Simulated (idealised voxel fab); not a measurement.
process module | voxel trench capacitor
cross-section cut | 275 nm wide | cells 5 nm
A cross-section is a grid of square cells, given in bands from the top down. A band is one or more rows of cells.
Each band's line starts with the height of the band's top and of its bottom, in nm. Then come its materials from left to right, each with its width in nm. One material with "throughout" fills the band from edge to edge. "air" is empty space.
Height 0 is the level under which the wafer as received is all one material. The lowest band goes on downwards, as in "0 down".
A width such as "30 to 40" changes by the same amount from each row of cells to the next, from the band's top row to its bottom row.
"no change" after a step means that no cell of the cross-section changed.
closed voids: empty space of 8 cells or more with no open way to the top, each as width x height at its distance from the left edge, in nm
after a step's settings: what the simulator itself notes on the step
overlay nm, on a step with a mask: how far to the right of its planned place the mask lay; to the left if negative
plan
1 op RECEIVE | material Si
2 op CONFORMAL_DEP | material SiN | thk nm 10
3 op DIRECTIONAL_DEP | material aC | thk nm 10
4 op PATTERN | tone open | mask id TRENCH | material resist | width nm 25 | pitch nm 45 | thk nm 30 | overlay nm 0
5 op DIRECTIONAL_ETCH | etch materials aC | depth nm 10
6 op STRIP | etch materials resist
7 op DIRECTIONAL_ETCH | etch materials SiN | depth nm 10
8 op DIRECTIONAL_ETCH | etch materials Si | depth nm 25
9 op STRIP | etch materials aC
10 op CONFORMAL_DEP | material HfO2 | thk nm 5
11 op CONFORMAL_DEP | material TiN | thk nm 5
12 op FILL_DEP | material W | thk nm 10
13 op CMP | height nm 10
first wafer, as planned
as received, after step 1
  0 down: Si throughout
  closed voids: none
after step 2
  10 to 0: SiN throughout
  below 0: unchanged
after step 3
  20 to 10: aC throughout
  below 10: unchanged
after step 4
  50 to 20: resist 55 | air 25 | resist 20 | air 25 | resist 20 | air 25 | resist 20 | air 25 | resist 60
  below 20: unchanged
after step 5
  40 to 20: resist 55 | air 25 | resist 20 | air 25 | resist 20 | air 25 | resist 20 | air 25 | resist 60
  20 to 10: aC 55 | air 25 | aC 20 | air 25 | aC 20 | air 25 | aC 20 | air 25 | aC 60
  below 10: unchanged
after step 6
  20 to 10: aC 55 | air 25 | aC 20 | air 25 | aC 20 | air 25 | aC 20 | air 25 | aC 60
  below 10: unchanged
after step 7
  20 to 10: aC 55 | air 25 | aC 20 | air 25 | aC 20 | air 25 | aC 20 | air 25 | aC 60
  10 to 0: SiN 55 | air 25 | SiN 20 | air 25 | SiN 20 | air 25 | SiN 20 | air 25 | SiN 60
  below 0: unchanged
after step 8
  20 to 10: aC 55 | air 25 | aC 20 | air 25 | aC 20 | air 25 | aC 20 | air 25 | aC 60
  10 to 0: SiN 55 | air 25 | SiN 20 | air 25 | SiN 20 | air 25 | SiN 20 | air 25 | SiN 60
  0 to -25: Si 55 | air 25 | Si 20 | air 25 | Si 20 | air 25 | Si 20 | air 25 | Si 60
  below -25: unchanged
after step 9
  10 to 0: SiN 55 | air 25 | SiN 20 | air 25 | SiN 20 | air 25 | SiN 20 | air 25 | SiN 60
  below 0: unchanged
after step 10
  15 to 10: HfO2 60 | air 15 | HfO2 30 | air 15 | HfO2 30 | air 15 | HfO2 30 | air 15 | HfO2 65
  10 to 0: SiN 55 | HfO2 5 | air 15 | HfO2 5 | SiN 20 | HfO2 5 | air 15 | HfO2 5 | SiN 20 | HfO2 5 | air 15 | HfO2 5 | SiN 20 | HfO2 5 | air 15 | HfO2 5 | SiN 60
  0 to -20: Si 55 | HfO2 5 | air 15 | HfO2 5 | Si 20 | HfO2 5 | air 15 | HfO2 5 | Si 20 | HfO2 5 | air 15 | HfO2 5 | Si 20 | HfO2 5 | air 15 | HfO2 5 | Si 60
  -20 to -25: Si 55 | HfO2 25 | Si 20 | HfO2 25 | Si 20 | HfO2 25 | Si 20 | HfO2 25 | Si 60
  below -25: unchanged
after step 11
  20 to 15: TiN 65 | air 5 | TiN 40 | air 5 | TiN 40 | air 5 | TiN 40 | air 5 | TiN 70
  15 to 10: HfO2 60 | TiN 5 | air 5 | TiN 5 | HfO2 30 | TiN 5 | air 5 | TiN 5 | HfO2 30 | TiN 5 | air 5 | TiN 5 | HfO2 30 | TiN 5 | air 5 | TiN 5 | HfO2 65
  10 to 0: SiN 55 | HfO2 5 | TiN 5 | air 5 | TiN 5 | HfO2 5 | SiN 20 | HfO2 5 | TiN 5 | air 5 | TiN 5 | HfO2 5 | SiN 20 | HfO2 5 | TiN 5 | air 5 | TiN 5 | HfO2 5 | SiN 20 | HfO2 5 | TiN 5 | air 5 | TiN 5 | HfO2 5 | SiN 60
  0 to -15: Si 55 | HfO2 5 | TiN 5 | air 5 | TiN 5 | HfO2 5 | Si 20 | HfO2 5 | TiN 5 | air 5 | TiN 5 | HfO2 5 | Si 20 | HfO2 5 | TiN 5 | air 5 | TiN 5 | HfO2 5 | Si 20 | HfO2 5 | TiN 5 | air 5 | TiN 5 | HfO2 5 | Si 60
  -15 to -20: Si 55 | HfO2 5 | TiN 15 | HfO2 5 | Si 20 | HfO2 5 | TiN 15 | HfO2 5 | Si 20 | HfO2 5 | TiN 15 | HfO2 5 | Si 20 | HfO2 5 | TiN 15 | HfO2 5 | Si 60
  below -20: unchanged
after step 12
  30 to 20: W throughout
  20 to 15: TiN 65 | W 5 | TiN 40 | W 5 | TiN 40 | W 5 | TiN 40 | W 5 | TiN 70
  15 to 10: HfO2 60 | TiN 5 | W 5 | TiN 5 | HfO2 30 | TiN 5 | W 5 | TiN 5 | HfO2 30 | TiN 5 | W 5 | TiN 5 | HfO2 30 | TiN 5 | W 5 | TiN 5 | HfO2 65
  10 to 0: SiN 55 | HfO2 5 | TiN 5 | W 5 | TiN 5 | HfO2 5 | SiN 20 | HfO2 5 | TiN 5 | W 5 | TiN 5 | HfO2 5 | SiN 20 | HfO2 5 | TiN 5 | W 5 | TiN 5 | HfO2 5 | SiN 20 | HfO2 5 | TiN 5 | W 5 | TiN 5 | HfO2 5 | SiN 60
  0 to -15: Si 55 | HfO2 5 | TiN 5 | W 5 | TiN 5 | HfO2 5 | Si 20 | HfO2 5 | TiN 5 | W 5 | TiN 5 | HfO2 5 | Si 20 | HfO2 5 | TiN 5 | W 5 | TiN 5 | HfO2 5 | Si 20 | HfO2 5 | TiN 5 | W 5 | TiN 5 | HfO2 5 | Si 60
  below -15: unchanged
after step 13
  10 to 0: SiN 55 | HfO2 5 | TiN 5 | W 5 | TiN 5 | HfO2 5 | SiN 20 | HfO2 5 | TiN 5 | W 5 | TiN 5 | HfO2 5 | SiN 20 | HfO2 5 | TiN 5 | W 5 | TiN 5 | HfO2 5 | SiN 20 | HfO2 5 | TiN 5 | W 5 | TiN 5 | HfO2 5 | SiN 60
  below 0: unchanged
second wafer: like start, like plan, one mistake. Through step 12 it matches the first wafer
when step 13 should have ended: no change
what went wrong: step 13 was left out
at the end the second wafer has, in cells: 43 more of HfO2 | 59 more of TiN | 118 more of W
